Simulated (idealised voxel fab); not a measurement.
A process module follows: voxel released beams.
It is cross-section cut that appears here, measuring 145 nm in width, its square cells being 5 nm in size.
We lay out every cross-section as a grid of square cells and spell it out in bands from the top down, where one band means one or more rows of cells. Heads up on the band format: heights come first, top then bottom, in nm. After that it's the materials left to right, each with its width in nm. A single material flagged "all across" fills the whole band edge to edge, and "empty" means there's empty space there. Below 0: as-received wafer, all one material; heights counted from there. Lowest band: no bottom, goes on down, written "0 down". Note: "30..40" means the width goes from the first number (top row of the band) to the second number (bottom row) in equal steps per row of cells. Take "nothing got changed" at face value: in the step it is given for, the cross-section changed in none of its cells. For the entry "Closed voids list", the listed items are empty spaces with no open way to the top whose size is 8 cells or more; each item follows the pattern width x height at distance, where distance is from the left edge and all three are in nm. Past the settings on a step's line: simulator remark, on that step. If you see "overlay nm" on a step's line and that step has a mask, it's telling you how far right of where it was planned the mask ended up; a negative number means it went left instead.
THE PLANNED PROCESS STEPS ARE ENUMERATED HEREUNDER
step 1: RECEIVE with material Si
step 2: CONFORMAL_DEP with material Al2O3, thk nm 10
step 3: DIRECTIONAL_DEP with material SiO2, thk nm 20
step 4: DIRECTIONAL_DEP with material aC, thk nm 15
step 5: PATTERN with tone open, mask id ANCHOR, material resist, width nm 25, thk nm 30, overlay nm 0
step 6: DIRECTIONAL_ETCH with etch materials aC, depth nm 15
step 7: STRIP with etch materials resist
step 8: DIRECTIONAL_ETCH with etch materials SiO2, depth nm 20
step 9: STRIP with etch materials aC
step 10: CONFORMAL_DEP with material SiN, thk nm 10
step 11: PATTERN with tone cover, mask id BEAM, material resist, width nm 70, thk nm 15, overlay nm 0
step 12: DIRECTIONAL_ETCH with etch materials SiN, depth nm 10
step 13: STRIP with etch materials resist
step 14: STRIP with etch materials SiO2
Keep in mind the plan's value for the width nm of step 11 comes from the first wafer; the wafers don't share that setting, but they do share the same starting point.
THE FIRST OF SEVERAL WAFERS, AS RECEIVED AFTER STEP 1, SEEN IN SECTION
	0 down | Si all across
	Closed voids list: none
ONCE STEP 14, THE LAST STEP, IS COMPLETE, THE MODULE IS AT ITS END; THIS IS THE CROSS-SECTION OF THE FIRST OF SEVERAL WAFERS
	40 to 30 | empty=35 / SiN=10 / empty=5 / SiN=55 / empty=40
	30 to 20 | empty=35 / SiN=10 / empty=5 / SiN=10 / empty=85
	20 to 10 | empty=35 / SiN=25 / empty=85
	10 to 0 | Al2O3 all across
	0 down | Si all across
	Closed voids list: none
SO THIS IS THE CROSS-SECTION ON THE LAST WAFER AT THE END OF THE MODULE
	40 to 30 | empty=25 / SiN=20 / empty=5 / SiN=70 / empty=25
	30 to 20 | empty=35 / SiN=10 / empty=5 / SiN=10 / empty=85
	20 to 10 | empty=35 / SiN=25 / empty=85
	10 to 0 | Al2O3 all across
	0 down | Si all across
	Closed voids list: none
WHAT FOLLOWS IS A TABLE IN WHICH EACH WAFER OCCUPIES A ROW; FOR THE WAFER AS IT STANDS AT THE CLOSE OF THE MODULE, THE ROW STATES, MATERIAL BY MATERIAL, HOW MANY CELLS HAVE BEEN GAINED (+) OR LOST (-) SINCE RECEIPT, AND THEN GIVES ITS CLOSED VOIDS
width nm 70; +58 Al2O3; +44 SiN; Closed voids list: none
width nm 75; +58 Al2O3; +46 SiN; Closed voids list: none
width nm 80; +58 Al2O3; +48 SiN; Closed voids list: none
width nm 85; +58 Al2O3; +50 SiN; Closed voids list: none
width nm 90; +58 Al2O3; +52 SiN; Closed voids list: none
width nm 95; +58 Al2O3; +54 SiN; Closed voids list: none
